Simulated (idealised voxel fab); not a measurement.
The following is a process module called voxel wiring stack.
Section shown: cut. Width: 170 nm. Cell size: 5 nm, square.
We lay out every cross-section as a grid of square cells and spell it out in bands from the top down, where one band means one or more rows of cells.
Basically the band line says how high the top is and how high the bottom is, in nm, and then what's in it from left to right, every material with its width in nm. Empty space shows up as "empty", and if a single material carries "all across" it runs the full band edge to edge.
Heads up on the height convention: 0 is the point under which the incoming wafer is all one material, and the lowest band has no bottom, it just keeps going down, like "0 and below".
It should be noted that a width expressed as "30->40" varies in equal increments from row to row of cells within the band, taking the value of the first number at the top row and that of the second number at the bottom row.
Reading "remains unaltered" for a step: not a cell of the cross-section changed in it.
Reported under the label "Closed void table" are the empty spaces having no open way to the top and comprising 8 cells or more; the notation for each is width x height at distance, in which the distance is measured from the left edge and all three values are in nm.
Formally, on a step line, whatever follows the settings is a remark that the simulator itself makes on the step.
The "overlay nm" setting may appear on a step's line; for a step that uses a mask, it gives how far to the right of its planned position the mask lay, and a negative value indicates the left.

-- List of planned process steps
step 1: RECEIVE: material Si
step 2: CONFORMAL_DEP: material SiO2, thk nm 10
step 3: DIRECTIONAL_DEP: material TiN, thk nm 5
step 4: DIRECTIONAL_DEP: material Ru, thk nm 25
step 5: DIRECTIONAL_DEP: material aC, thk nm 10
step 6: PATTERN: tone cover, mask id METAL_1, material resist, width nm 20, pitch nm 35, thk nm 30, overlay nm 0
step 7: DIRECTIONAL_ETCH: etch materials aC, depth nm 10
step 8: STRIP: etch materials resist
step 9: DIRECTIONAL_ETCH: etch materials Ru, depth nm 25
step 10: DIRECTIONAL_ETCH: etch materials TiN, depth nm 5
step 11: STRIP: etch materials aC
step 12: CONFORMAL_DEP: material SiN, thk nm 5
step 13: FILL_DEP: material lowk, thk nm 10
step 14: CMP: height nm 40
step 15: CONFORMAL_DEP: material SiCN, thk nm 5
step 16: DIRECTIONAL_DEP: material lowk, thk nm 25
step 17: DIRECTIONAL_DEP: material aC, thk nm 15
step 18: PATTERN: tone open, mask id METAL_2, material resist, width nm 20, pitch nm 35, thk nm 30, overlay nm 0
step 19: DIRECTIONAL_ETCH: etch materials aC, depth nm 15
step 20: STRIP: etch materials resist
step 21: DIRECTIONAL_ETCH: etch materials lowk, depth nm 15
step 22: STRIP: etch materials aC
step 23: DIRECTIONAL_DEP: material aC, thk nm 10
step 24: PATTERN: tone open, mask id METAL_2_HOLES, material resist, width nm 15, pitch nm 35, thk nm 25, overlay nm 0
step 25: DIRECTIONAL_ETCH: etch materials aC, depth nm 10
step 26: STRIP: etch materials resist
step 27: DIRECTIONAL_ETCH: etch materials lowk, depth nm 10
step 28: DIRECTIONAL_ETCH: etch materials SiCN, depth nm 5
step 29: STRIP: etch materials aC
step 30: CONFORMAL_DEP: material TiN, thk nm 5
step 31: FILL_DEP: material Ru, thk nm 5
step 32: CMP: height nm 70
step 33: CONFORMAL_DEP: material SiCN, thk nm 5

-- As-received state of the wafer in cross-section, equivalent to post-step 1
- 0 and below = Si all across
- Closed void table: none

-- The cross-section shown corresponds to the wafer at the conclusion of the module. The initial structure and the process plan are those presented above; however, one mistake occurred in executing the plan
- 75 down to 70 = SiCN all across
- 70 down to 60 = lowk (40) | SiO2 (5) | Ru (10) | SiO2 (5) | lowk (15) | SiO2 (5) | Ru (10) | SiO2 (5) | lowk (15) | SiO2 (5) | Ru (10) | SiO2 (5) | lowk (40)
- 60 down to 55 = lowk (40) | SiO2 (5) | Ru (5) | SiO2 (10) | lowk (15) | SiO2 (5) | Ru (5) | SiO2 (10) | lowk (15) | SiO2 (5) | Ru (5) | SiO2 (10) | lowk (40)
- 55 down to 45 = lowk (40) | SiO2 (5) | Ru (5) | SiO2 (5) | lowk (20) | SiO2 (5) | Ru (5) | SiO2 (5) | lowk (20) | SiO2 (5) | Ru (5) | SiO2 (5) | lowk (45)
- 45 down to 40 = SiCN (40) | SiO2 (15) | SiCN (20) | SiO2 (15) | SiCN (20) | SiO2 (15) | SiCN (45)
- 40 down to 15 = lowk (35) | SiN (5) | Ru (20) | SiN (5) | lowk (5) | SiN (5) | Ru (20) | SiN (5) | lowk (5) | SiN (5) | Ru (20) | SiN (5) | lowk (35)
- 15 down to 10 = SiN (40) | TiN (20) | SiN (15) | TiN (20) | SiN (15) | TiN (20) | SiN (40)
- 10 down to 0 = SiO2 all across
- 0 and below = Si all across
- Closed void table: none
Against the plan, the run slipped here: step 30 did not happen as planned, as run it was CONFORMAL_DEP: material SiO2, thk nm 5
